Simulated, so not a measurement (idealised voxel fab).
Herein follows the process module entitled voxel self aligned vias.
Square cell edge 5 nm, section width 260 nm, ID cut.
Each cross-section below is a grid of square cells, stated as bands in top-down order, with one or more rows of cells making up each band. Basically the band line says how high the top is and how high the bottom is, in nm, and then what's in it from left to right, every material with its width in nm. Empty space shows up as "air", and if a single material carries "throughout" it runs the full band edge to edge. We count height from 0. Below that, the starting wafer is all one material. The lowest band never ends at the bottom but goes on down; see "0..down" for how that is written. Quick explanation for "30->40": the width changes in equal steps down the rows of cells, from the first number in the band's top row to the second number in its bottom row. What does "same as before" mean for a step? It means no cell of the cross-section changed in that step. Heads up: "Closed void roster" only lists the empty pockets with no open path to the top that are 8 cells or more, and it writes them as width x height at distance, distance from the left edge, in nm. Where a step's line continues beyond its settings, the continuation is a remark by the simulator itself on that step. "overlay nm", when on a step's line for a step with a mask, measures how far to the right of its planned place the mask lay; a negative measure means to the left.

THE FOLLOWING LIST GIVES THE PLANNED PROCESS STEPS
| 1 | RECEIVE [material Si] |
| 2 | CONFORMAL_DEP [material SiO2] [thk nm 15] |
| 3 | CONFORMAL_DEP [material SiCN] [thk nm 5] |
| 4 | DIRECTIONAL_DEP [material lowk] [thk nm 20] |
| 5 | PATTERN [tone open] [mask id LINES] [material resist] [width nm 20] [pitch nm 60] [thk nm 15] [overlay nm 0] |
| 6 | DIRECTIONAL_ETCH [etch materials lowk] [depth nm 20] |
| 7 | STRIP [etch materials resist] |
| 8 | CONFORMAL_DEP [material TiN] [thk nm 5] |
| 9 | FILL_DEP [material Ru] [thk nm 10] |
| 10 | CMP [height nm 40] |
| 11 | SELECTIVE_ETCH [etch materials W Ru TiN] [depth nm 10] |
| 12 | FILL_DEP [material SiN] [thk nm 5] |
| 13 | CMP [height nm 40] |
| 14 | DIRECTIONAL_DEP [material lowk] [thk nm 20] |
| 15 | MASKED_ETCH [tone open] [mask id VIAS] [width nm 40] [etch materials lowk] [depth nm 20] [overlay nm 0] |
| 16 | MASKED_ETCH [tone open] [mask id VIAS] [width nm 40] [etch materials SiN] [depth nm 10] [overlay nm 0] |
| 17 | CONFORMAL_DEP [material TiN] [thk nm 5] |
| 18 | FILL_DEP [material Cu] [thk nm 10] |
| 19 | CMP [height nm 60] |
| 20 | CONFORMAL_DEP [material SiCN] [thk nm 5] |

CROSS-SECTION OF THE INCOMING WAFER, STATE AFTER STEP 1
> 0..down: Si throughout
> Closed void roster: none

SAME STARTING WAFER, SAME PLAN AS ABOVE, ONE MISTAKE IN THE EXECUTION; THIS IS THE CROSS-SECTION AT THE END OF THE MODULE
> 65..60: SiCN throughout
> 60..45: lowk 80; TiN 5; Cu 30; TiN 5; lowk 140
> 45..40: lowk 80; TiN 10; Cu 20; TiN 10; lowk 140
> 40..35: lowk 85; TiN 5; Cu 20; TiN 5; lowk 30; SiN 30; lowk 85
> 35..30: lowk 85; TiN 30; lowk 30; SiN 30; lowk 85
> 30..25: lowk 85; TiN 5; Ru 20; TiN 5; lowk 30; TiN 5; Ru 20; TiN 5; lowk 85
> 25..20: lowk 85; TiN 30; lowk 30; TiN 30; lowk 85
> 20..15: SiCN throughout
> 15..0: SiO2 throughout
> 0..down: Si throughout
> Closed void roster: none
The mistake made against the process plan was this: step 5 ran with different settings than intended, the actual operation and settings being PATTERN [tone open] [mask id LINES] [material resist] [width nm 30] [pitch nm 60] [thk nm 15] [overlay nm 0]
